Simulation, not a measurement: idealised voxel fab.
Title: Process Module voxel gate over fins
Shown is cross-section cut, with a width of 280 nm and square cells of size 5 nm.
In what follows, cross-sections appear as grids of square cells, described through bands that run from the top down, where every band is one or more rows of cells.
Quick guide to a band line: top height, bottom height (nm) up front; then every material left to right with its width in nm. Only one material and it's marked "all across"? Then it fills the band edge to edge. And "blank" just means empty space.
Height is counted from the level 0, under which the received wafer is composed throughout of one material. The lowest of the bands is not closed at the bottom but continues downward, in the notation "0..down".
So if you see something like "30->40" for the width, read it as the top row of the band sitting at the first number and the bottom row at the second, with every row in between moving by the same amount as the last.
Any step labelled "left unchanged" changed none of the cells in the cross-section.
"Sealed internal cavities" specifies each empty space that is not open to the top and that occupies no fewer than 8 cells, using the form width x height at distance, the distance measured from the left edge and all three quantities in nm.
Post-settings text on a step line: simulator's own remark regarding the step.
"overlay nm", when on a step's line for a step with a mask, measures how far to the right of its planned place the mask lay; a negative measure means to the left.
PROCESS STEPS - PLAN
| 1 | op RECEIVE | material Si |
| 2 | op CONFORMAL_DEP | material SiN | thk nm 10 |
| 3 | op DIRECTIONAL_DEP | material aC | thk nm 10 |
| 4 | op PATTERN | tone cover | mask id FINS | material resist | width nm 15 | pitch nm 60 | thk nm 30 | overlay nm 0 |
| 5 | op DIRECTIONAL_ETCH | etch materials aC | depth nm 10 |
| 6 | op STRIP | etch materials resist |
| 7 | op DIRECTIONAL_ETCH | etch materials SiN | depth nm 10 |
| 8 | op DIRECTIONAL_ETCH | etch materials Si | depth nm 35 |
| 9 | op STRIP | etch materials aC |
| 10 | op FILL_DEP | material SiO2 | thk nm 15 |
| 11 | op CMP | height nm 10 |
| 12 | op DIRECTIONAL_DEP | material aC | thk nm 10 |
| 13 | op PATTERN | tone open | mask id RAIL | material resist | width nm 15 | thk nm 25 | overlay nm 0 |
| 14 | op DIRECTIONAL_ETCH | etch materials aC | depth nm 10 |
| 15 | op STRIP | etch materials resist |
| 16 | op DIRECTIONAL_ETCH | etch materials SiO2 | depth nm 40 |
| 17 | op STRIP | etch materials aC |
| 18 | op CONFORMAL_DEP | material TiN | thk nm 5 |
| 19 | op FILL_DEP | material W | thk nm 5 |
| 20 | op CMP | height nm 10 |
| 21 | op SELECTIVE_ETCH | etch materials W Ru TiN | depth nm 30 |
| 22 | op FILL_DEP | material SiO2 | thk nm 5 |
| 23 | op CMP | height nm 10 |
| 24 | op SELECTIVE_ETCH | etch materials SiO2 | depth nm 25 |
| 25 | op STRIP | etch materials SiN |
| 26 | op CONFORMAL_DEP | material HfO2 | thk nm 5 |
| 27 | op CONFORMAL_DEP | material TiN | thk nm 5 |
| 28 | op CONFORMAL_DEP | material TiAl | thk nm 5 |
| 29 | op CONFORMAL_DEP | material TiN | thk nm 5 |
| 30 | op FILL_DEP | material W | thk nm 10 |
| 31 | op CMP | height nm 25 |
| 32 | op CONFORMAL_DEP | material SiCN | thk nm 10 |
THIS IS THE CROSS-SECTION OF THE WAFER AS WE RECEIVED IT, I.E. AFTER STEP 1
    0..down  Si all across
    Sealed internal cavities: none
FIRST WAFER OF TWO, SECTIONED AT END OF MODULE; RUN WENT PER PLAN
    35..25  SiCN all across
    25..20  W all across
    20..15  20 nm W  55 nm TiN  5 nm W  55 nm TiN  5 nm W  55 nm TiN  5 nm W  55 nm TiN  25 nm W
    15..10  20 nm W  5 nm TiN  45 nm TiAl  5 nm TiN  5 nm W  5 nm TiN  45 nm TiAl  5 nm TiN  5 nm W  5 nm TiN  45 nm TiAl  5 nm TiN  5 nm W  5 nm TiN  45 nm TiAl  5 nm TiN  25 nm W
    10..5  20 nm W  5 nm TiN  5 nm TiAl  35 nm TiN  5 nm TiAl  5 nm TiN  5 nm W  5 nm TiN  5 nm TiAl  35 nm TiN  5 nm TiAl  5 nm TiN  5 nm W  5 nm TiN  5 nm TiAl  35 nm TiN  5 nm TiAl  5 nm TiN  5 nm W  5 nm TiN  5 nm TiAl  35 nm TiN  5 nm TiAl  5 nm TiN  25 nm W
    5..0  25 nm TiN  5 nm TiAl  5 nm TiN  25 nm HfO2  5 nm TiN  5 nm TiAl  15 nm TiN  5 nm TiAl  5 nm TiN  25 nm HfO2  5 nm TiN  5 nm TiAl  15 nm TiN  5 nm TiAl  5 nm TiN  25 nm HfO2  5 nm TiN  5 nm TiAl  15 nm TiN  5 nm TiAl  5 nm TiN  25 nm HfO2  5 nm TiN  5 nm TiAl  30 nm TiN
    0..-5  30 nm TiAl  5 nm TiN  5 nm HfO2  15 nm Si  5 nm HfO2  5 nm TiN  25 nm TiAl  5 nm TiN  5 nm HfO2  15 nm Si  5 nm HfO2  5 nm TiN  25 nm TiAl  5 nm TiN  5 nm HfO2  15 nm Si  5 nm HfO2  5 nm TiN  25 nm TiAl  5 nm TiN  5 nm HfO2  15 nm Si  5 nm HfO2  5 nm TiN  35 nm TiAl
    -5..-10  35 nm TiN  5 nm HfO2  15 nm Si  5 nm HfO2  35 nm TiN  5 nm HfO2  15 nm Si  5 nm HfO2  35 nm TiN  5 nm HfO2  15 nm Si  5 nm HfO2  35 nm TiN  5 nm HfO2  15 nm Si  5 nm HfO2  40 nm TiN
    -10..-15  40 nm HfO2  15 nm Si  45 nm HfO2  15 nm Si  45 nm HfO2  15 nm Si  45 nm HfO2  15 nm Si  45 nm HfO2
    -15..-20  40 nm SiO2  15 nm Si  45 nm SiO2  15 nm Si  45 nm SiO2  15 nm Si  45 nm SiO2  15 nm Si  45 nm SiO2
    -20..-25  40 nm SiO2  15 nm Si  15 nm SiO2  5 nm TiN  5 nm W  5 nm TiN  15 nm SiO2  15 nm Si  45 nm SiO2  15 nm Si  45 nm SiO2  15 nm Si  45 nm SiO2
    -25..-30  40 nm SiO2  15 nm Si  15 nm SiO2  15 nm TiN  15 nm SiO2  15 nm Si  45 nm SiO2  15 nm Si  45 nm SiO2  15 nm Si  45 nm SiO2
    -30..-35  40 nm SiO2  15 nm Si  45 nm SiO2  15 nm Si  45 nm SiO2  15 nm Si  45 nm SiO2  15 nm Si  45 nm SiO2
    -35..down  Si all across
    Sealed internal cavities: none
CROSS-SECTIONAL VIEW OF THE SECOND OF TWO WAFERS UPON COMPLETION OF THE MODULE. THIS WAFER SHARED ITS STARTING CONDITION AND PROCESS PLAN WITH THE FIRST; ONE ERROR WAS MADE DURING ITS EXECUTION
    35..25  SiCN all across
    25..15  10 nm W  255 nm TiN  15 nm W
    15..10  25 nm TiN  45 nm TiAl  15 nm TiN  45 nm TiAl  15 nm TiN  45 nm TiAl  15 nm TiN  45 nm TiAl  30 nm TiN
    10..5  25 nm TiN  5 nm TiAl  35 nm TiN  5 nm TiAl  15 nm TiN  5 nm TiAl  35 nm TiN  5 nm TiAl  15 nm TiN  5 nm TiAl  35 nm TiN  5 nm TiAl  15 nm TiN  5 nm TiAl  35 nm TiN  5 nm TiAl  30 nm TiN
    5..0  25 nm TiN  5 nm TiAl  5 nm TiN  25 nm HfO2  5 nm TiN  5 nm TiAl  15 nm TiN  5 nm TiAl  5 nm TiN  25 nm HfO2  5 nm TiN  5 nm TiAl  15 nm TiN  5 nm TiAl  5 nm TiN  25 nm HfO2  5 nm TiN  5 nm TiAl  15 nm TiN  5 nm TiAl  5 nm TiN  25 nm HfO2  5 nm TiN  5 nm TiAl  30 nm TiN
    0..-5  30 nm TiAl  5 nm TiN  5 nm HfO2  15 nm Si  5 nm HfO2  5 nm TiN  25 nm TiAl  5 nm TiN  5 nm HfO2  15 nm Si  5 nm HfO2  5 nm TiN  25 nm TiAl  5 nm TiN  5 nm HfO2  15 nm Si  5 nm HfO2  5 nm TiN  25 nm TiAl  5 nm TiN  5 nm HfO2  15 nm Si  5 nm HfO2  5 nm TiN  35 nm TiAl
    -5..-10  35 nm TiN  5 nm HfO2  15 nm Si  5 nm HfO2  35 nm TiN  5 nm HfO2  15 nm Si  5 nm HfO2  35 nm TiN  5 nm HfO2  15 nm Si  5 nm HfO2  35 nm TiN  5 nm HfO2  15 nm Si  5 nm HfO2  40 nm TiN
    -10..-15  40 nm HfO2  15 nm Si  45 nm HfO2  15 nm Si  45 nm HfO2  15 nm Si  45 nm HfO2  15 nm Si  45 nm HfO2
    -15..-20  40 nm SiO2  15 nm Si  45 nm SiO2  15 nm Si  45 nm SiO2  15 nm Si  45 nm SiO2  15 nm Si  45 nm SiO2
    -20..-25  40 nm SiO2  15 nm Si  15 nm SiO2  5 nm TiN  5 nm W  5 nm TiN  15 nm SiO2  15 nm Si  45 nm SiO2  15 nm Si  45 nm SiO2  15 nm Si  45 nm SiO2
    -25..-30  40 nm SiO2  15 nm Si  15 nm SiO2  15 nm TiN  15 nm SiO2  15 nm Si  45 nm SiO2  15 nm Si  45 nm SiO2  15 nm Si  45 nm SiO2
    -30..-35  40 nm SiO2  15 nm Si  45 nm SiO2  15 nm Si  45 nm SiO2  15 nm Si  45 nm SiO2  15 nm Si  45 nm SiO2
    -35..down  Si all across
    Sealed internal cavities: none
Heads up, the wafer didn't run the way we planned it: so step 29 ended up running with a different setting than we planned, it ran as op CONFORMAL_DEP | material TiN | thk nm 15
In the final state, the cell counts of the second wafer exceed or fall short of those of the first for the following materials: 82 more of TiN; 82 fewer of W
